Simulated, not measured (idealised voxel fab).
process module | voxel ribs on slabs
cross-section cut | 295 nm wide | cells 5 nm
A cross-section is a grid of square cells, given in bands from the top down. A band is one or more rows of cells.
Each band's line starts with the height of the band's top and of its bottom, in nm. Then come its materials from left to right, each with its width in nm. One material with "throughout" fills the band from edge to edge. "air" is empty space.
Height 0 is the level under which the wafer as received is all one material. The lowest band goes on downwards, as in "0 down".
A width such as "30 to 40" changes by the same amount from each row of cells to the next, from the band's top row to its bottom row.
"no change" after a step means that no cell of the cross-section changed.
closed voids: empty space of 8 cells or more with no open way to the top, each as width x height at its distance from the left edge, in nm
after a step's settings: what the simulator itself notes on the step
overlay nm, on a step with a mask: how far to the right of its planned place the mask lay; to the left if negative
plan
1 op RECEIVE | material Si
2 op DIRECTIONAL_DEP | material SiO2 | thk nm 20
3 op DIRECTIONAL_DEP | material SiN | thk nm 15
4 op MASKED_ETCH | tone cover | mask id RIB | width nm 20 | etch materials SiN | depth nm 5 | overlay nm 0
5 op DIRECTIONAL_DEP | material aC | thk nm 15
6 op PATTERN | tone cover | mask id SLAB | material resist | width nm 50 | thk nm 30 | overlay nm 0
7 op DIRECTIONAL_ETCH | etch materials aC | depth nm 15
8 op STRIP | etch materials resist
9 op DIRECTIONAL_ETCH | etch materials SiN | depth nm 10
10 op STRIP | etch materials aC
11 op FILL_DEP | material SiO2 | thk nm 20
12 op CMP | height nm 45
13 op DIRECTIONAL_DEP | material TiN | thk nm 5
14 op PATTERN | tone cover | mask id HEATER | material resist | width nm 30 | thk nm 15 | overlay nm 0
15 op DIRECTIONAL_ETCH | etch materials TiN | depth nm 5
16 op STRIP | etch materials resist
17 op CONFORMAL_DEP | material SiO2 | thk nm 10
first wafer, as planned
as received, after step 1
  0 down: Si throughout
  closed voids: none
after step 2
  20 to 0: SiO2 throughout
  below 0: unchanged
after step 3
  35 to 20: SiN throughout
  below 20: unchanged
after step 4
  35 to 30: air 135 | SiN 20 | air 140
  below 30: unchanged
after step 5
  50 to 45: air 135 | aC 20 | air 140
  45 to 35: aC throughout
  35 to 30: aC 135 | SiN 20 | aC 140
  below 30: unchanged
after step 6
  80 to 50: air 120 | resist 50 | air 125
  50 to 45: air 120 | resist 15 | aC 20 | resist 15 | air 125
  below 45: unchanged
after step 7
  65 to 50: air 120 | resist 50 | air 125
  50 to 45: air 120 | resist 15 | aC 20 | resist 15 | air 125
  45 to 35: air 120 | aC 50 | air 125
  35 to 30: air 120 | aC 15 | SiN 20 | aC 15 | air 125
  below 30: unchanged
after step 8
  50 to 45: air 135 | aC 20 | air 140
  below 45: unchanged
after step 9
  50 to 45: air 135 | aC 20 | air 140
  45 to 35: air 120 | aC 50 | air 125
  35 to 30: air 120 | aC 15 | SiN 20 | aC 15 | air 125
  30 to 20: air 120 | SiN 50 | air 125
  below 20: unchanged
after step 10
  35 to 30: air 135 | SiN 20 | air 140
  below 30: unchanged
after step 11
  55 to 35: SiO2 throughout
  35 to 30: SiO2 135 | SiN 20 | SiO2 140
  30 to 20: SiO2 120 | SiN 50 | SiO2 125
  below 20: unchanged
after step 12
  45 to 35: SiO2 throughout
  below 35: unchanged
after step 13
  50 to 45: TiN throughout
  below 45: unchanged
after step 14
  65 to 50: air 130 | resist 30 | air 135
  below 50: unchanged
after step 15
  65 to 50: air 130 | resist 30 | air 135
  50 to 45: air 130 | TiN 30 | air 135
  below 45: unchanged
after step 16
  50 to 45: air 130 | TiN 30 | air 135
  below 45: unchanged
after step 17
  60 to 55: air 120 | SiO2 50 | air 125
  55 to 50: SiO2 throughout
  50 to 45: SiO2 130 | TiN 30 | SiO2 135
  below 45: unchanged
second wafer: like start, like plan, one mistake. Through step 13 it matches the first wafer
when step 14 should have ended
  65 to 50: resist 130 | air 30 | resist 135
  below 50: unchanged
when step 15 should have ended
  65 to 50: resist 130 | air 30 | resist 135
  50 to 45: TiN 130 | air 30 | TiN 135
  below 45: unchanged
when step 16 should have ended
  50 to 45: TiN 130 | air 30 | TiN 135
  below 45: unchanged
when step 17 should have ended
  60 to 55: SiO2 140 | air 10 | SiO2 145
  55 to 50: SiO2 throughout
  50 to 45: TiN 130 | SiO2 30 | TiN 135
  below 45: unchanged
what went wrong: step 14 ran as: op PATTERN | tone open | mask id HEATER | material resist | width nm 30 | thk nm 15 | overlay nm 0
at the end the second wafer has, in cells: 47 more of TiN
